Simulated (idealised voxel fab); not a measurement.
Proc. module: voxel capacitor over wiring
For reference, the cross-section in this document is cut, with width 225 nm and square cells of 5 nm.
For the purposes of this document, a cross-section shall be understood as a grid of square cells, specified as bands listed in top-to-bottom order, each band consisting of one or more rows of cells. Heads up on the band format: heights come first, top then bottom, in nm. After that it's the materials left to right, each with its width in nm. A single material flagged "everywhere" fills the whole band edge to edge, and "empty" means there's empty space there. Heights are reckoned from 0. Under this level, the received wafer is all of one material. The bottommost band is open-ended downward, for example "top 0, no bottom". Per-row width for "30..40": begins at first number (top row of band), ends at second number (bottom row), increment between rows held constant. When a step is marked "nothing changed", none of the cells in the cross-section changed during that step. Closed-off voids of 8+ cells (no open route to the top) go in "Fully sealed cavities", written width x height at distance from the left edge, in nm. It should be noted that, on the line of a given step, the content following the step's settings is a remark produced by the simulator itself with respect to that step. A step line may carry the setting "overlay nm", which, for steps involving a mask, states the distance by which the mask lay to the right of its intended position; negative values denote displacement to the left.

[The process steps that were planned are listed below]
1: RECEIVE: material Si
2: CONFORMAL_DEP: material SiO2, thk nm 15
3: CONFORMAL_DEP: material SiN, thk nm 5
4: DIRECTIONAL_DEP: material SiO2, thk nm 15
5: DIRECTIONAL_DEP: material aC, thk nm 10
6: PATTERN: tone open, mask id METAL_1, material resist, width nm 20, pitch nm 90, thk nm 25, overlay nm 0
7: DIRECTIONAL_ETCH: etch materials aC, depth nm 10
8: STRIP: etch materials resist
9: DIRECTIONAL_ETCH: etch materials SiO2, depth nm 15
10: DIRECTIONAL_ETCH: etch materials SiN, depth nm 5
11: STRIP: etch materials aC
12: CONFORMAL_DEP: material TiN, thk nm 5
13: FILL_DEP: material Cu, thk nm 10
14: CMP: height nm 35
15: EPI: material Ru, thk nm 5
16: FILL_DEP: material SiCN, thk nm 5
17: DIRECTIONAL_DEP: material SiO2, thk nm 20
18: PATTERN: tone open, mask id PLUG_1, material resist, width nm 15, thk nm 15, overlay nm 0
19: DIRECTIONAL_ETCH: etch materials SiO2, depth nm 20
20: DIRECTIONAL_ETCH: etch materials SiCN, depth nm 5
21: STRIP: etch materials resist
22: EPI: material Ru, thk nm 10
23: EPI: material Ru, thk nm 10
24: EPI: material Ru, thk nm 5
25: DIRECTIONAL_DEP: material TiN, thk nm 10
26: DIRECTIONAL_DEP: material SiN, thk nm 5
27: DIRECTIONAL_DEP: material TiN, thk nm 5
28: MASKED_ETCH: tone cover, mask id UPPER_PLATE, width nm 75, etch materials TiN, depth nm 5, overlay nm 0
29: MASKED_ETCH: tone cover, mask id UPPER_PLATE, width nm 75, etch materials SiN, depth nm 5, overlay nm 0
30: PATTERN: tone cover, mask id LOWER_PLATE, material resist, width nm 85, thk nm 15, overlay nm 0
31: DIRECTIONAL_ETCH: etch materials TiN, depth nm 10
32: STRIP: etch materials resist
33: FILL_DEP: material SiO2, thk nm 20
34: CMP: height nm 100
35: MASKED_ETCH: tone open, mask id PLUG_2, width nm 15, etch materials SiO2, depth nm 15, overlay nm 0
36: CONFORMAL_DEP: material TiN, thk nm 5
37: FILL_DEP: material Cu, thk nm 5
38: CMP: height nm 100
39: CONFORMAL_DEP: material SiCN, thk nm 5

[Incoming wafer in cross-section (state: after step 1)]
* top 0, no bottom = Si everywhere
* Fully sealed cavities: none

[Here's the wafer cut in cross-section after the module, started and planned just like above, except one thing was done wrong in the run]
* top 105, bottom 100 = SiCN everywhere
* top 100, bottom 90 = 70 nm SiO2, then 5 nm TiN, then 5 nm Cu, then 5 nm TiN, then 140 nm SiO2
* top 90, bottom 80 = 70..75 nm SiO2, then 15..60 nm TiN, then 140..90 nm SiO2
* top 80, bottom 75 = 75 nm SiO2, then 60 nm SiN, then 90 nm SiO2
* top 75, bottom 70 = 55 nm SiO2, then 85 nm TiN, then 85 nm SiO2
* top 70, bottom 65 = 55 nm SiO2, then 5 nm TiN, then 15 nm SiN, then 65 nm TiN, then 85 nm SiO2
* top 65, bottom 55 = 60 nm SiO2, then 15 nm TiN, then 150 nm SiO2
* top 55, bottom 45 = 60 nm SiO2, then 15 nm Ru, then 150 nm SiO2
* top 45, bottom 40 = 60 nm SiCN, then 15 nm Ru, then 150 nm SiCN
* top 40, bottom 35 = 50 nm SiCN, then 30 nm Ru, then 60 nm SiCN, then 30 nm Ru, then 55 nm SiCN
* top 35, bottom 20 = 55 nm SiO2, then 5 nm TiN, then 10 nm Cu, then 5 nm TiN, then 70 nm SiO2, then 5 nm TiN, then 10 nm Cu, then 5 nm TiN, then 60 nm SiO2
* top 20, bottom 15 = 55 nm SiN, then 20 nm TiN, then 70 nm SiN, then 20 nm TiN, then 60 nm SiN
* top 15, bottom 0 = SiO2 everywhere
* top 0, no bottom = Si everywhere
* Fully sealed cavities: none
Short version of what went wrong: one of the identical steps 22 and 23 is absent from the process, and it is not possible to establish which
